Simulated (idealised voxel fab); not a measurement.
The process module that follows is named voxel ribs on slabs.
Cross-section cut spans 165 nm and uses square cells 5 nm in size.
A cross-section is written here as square cells arranged in a grid, and it is given in bands from the top down, each band taking up one or more rows of cells. Top, bottom (nm), then materials left to right with widths (nm); lone material tagged "edge to edge" fills the whole band edge to edge; "empty" = empty space. Heights are measured from 0, the level below which the as-received wafer is all one material; the lowest band has no bottom and continues downward, written as in "0 and below". Think of "30..40" as a width that walks from the first number to the second as you go down the band, top row to bottom row, taking equal-sized steps from row to row. The cross-section has no changed cell in any step marked "same as before". Empty spaces without an open route to the top, at least 8 cells in extent, make up the entry "Sealed void inventory"; each is given as width x height at distance, where the distance is measured from the left edge, and all are in nm. Text after the settings on a step's line: the simulator's own remark on that step. "overlay nm", when on a step's line for a step with a mask, measures how far to the right of its planned place the mask lay; a negative measure means to the left.
The process steps that were planned are listed below
- 1: RECEIVE (material Si)
- 2: DIRECTIONAL_DEP (material SiO2; thk nm 20)
- 3: DIRECTIONAL_DEP (material SiN; thk nm 15)
- 4: PATTERN (tone cover; mask id RIB; material resist; width nm 30; thk nm 15; overlay nm 0)
- 5: DIRECTIONAL_ETCH (etch materials SiN; depth nm 5)
- 6: STRIP (etch materials resist)
- 7: PATTERN (tone cover; mask id SLAB; material resist; width nm 70; thk nm 20; overlay nm 0)
- 8: DIRECTIONAL_ETCH (etch materials SiN; depth nm 15)
- 9: STRIP (etch materials resist)
- 10: FILL_DEP (material SiO2; thk nm 25)
- 11: CMP (height nm 60)
- 12: DIRECTIONAL_DEP (material W; thk nm 5)
- 13: PATTERN (tone cover; mask id HEATER; material resist; width nm 40; thk nm 15; overlay nm 0)
- 14: DIRECTIONAL_ETCH (etch materials W; depth nm 5)
- 15: STRIP (etch materials resist)
- 16: CONFORMAL_DEP (material SiN; thk nm 5)
For clarity, it should be stated that the wafers under discussion commence in an identical condition and differ with respect to the thk nm of step 3, the plan indicating the value that the first wafer had.
Cross-section, first of several wafers, as delivered after step 1
0 and below = Si edge to edge
Sealed void inventory: none
first wafer at the end, after step 16
70 down to 65 = empty: 55, SiN: 50, empty: 60
65 down to 60 = SiN: 60, W: 40, SiN: 65
60 down to 35 = SiO2 edge to edge
35 down to 30 = SiO2: 65, SiN: 30, SiO2: 70
30 down to 20 = SiO2: 45, SiN: 70, SiO2: 50
20 down to 0 = SiO2 edge to edge
0 and below = Si edge to edge
Sealed void inventory: none
last wafer at the end
70 down to 65 = empty: 55, SiN: 50, empty: 60
65 down to 60 = SiN: 60, W: 40, SiN: 65
60 down to 55 = SiO2 edge to edge
55 down to 50 = SiO2: 65, SiN: 30, SiO2: 70
50 down to 35 = SiO2: 45, SiN: 70, SiO2: 50
35 down to 20 = SiN edge to edge
20 down to 0 = SiO2 edge to edge
0 and below = Si edge to edge
Sealed void inventory: none
End of module, by wafer: material-by-material cell gain (+) or loss (-) since receipt, then closed voids
thk nm 15; +69 SiN; +362 SiO2; +8 W; Sealed void inventory: none
thk nm 20; +83 SiN; +348 SiO2; +8 W; Sealed void inventory: none
thk nm 25; +116 SiN; +315 SiO2; +8 W; Sealed void inventory: none
thk nm 30; +149 SiN; +282 SiO2; +8 W; Sealed void inventory: none
thk nm 35; +182 SiN; +249 SiO2; +8 W; Sealed void inventory: none
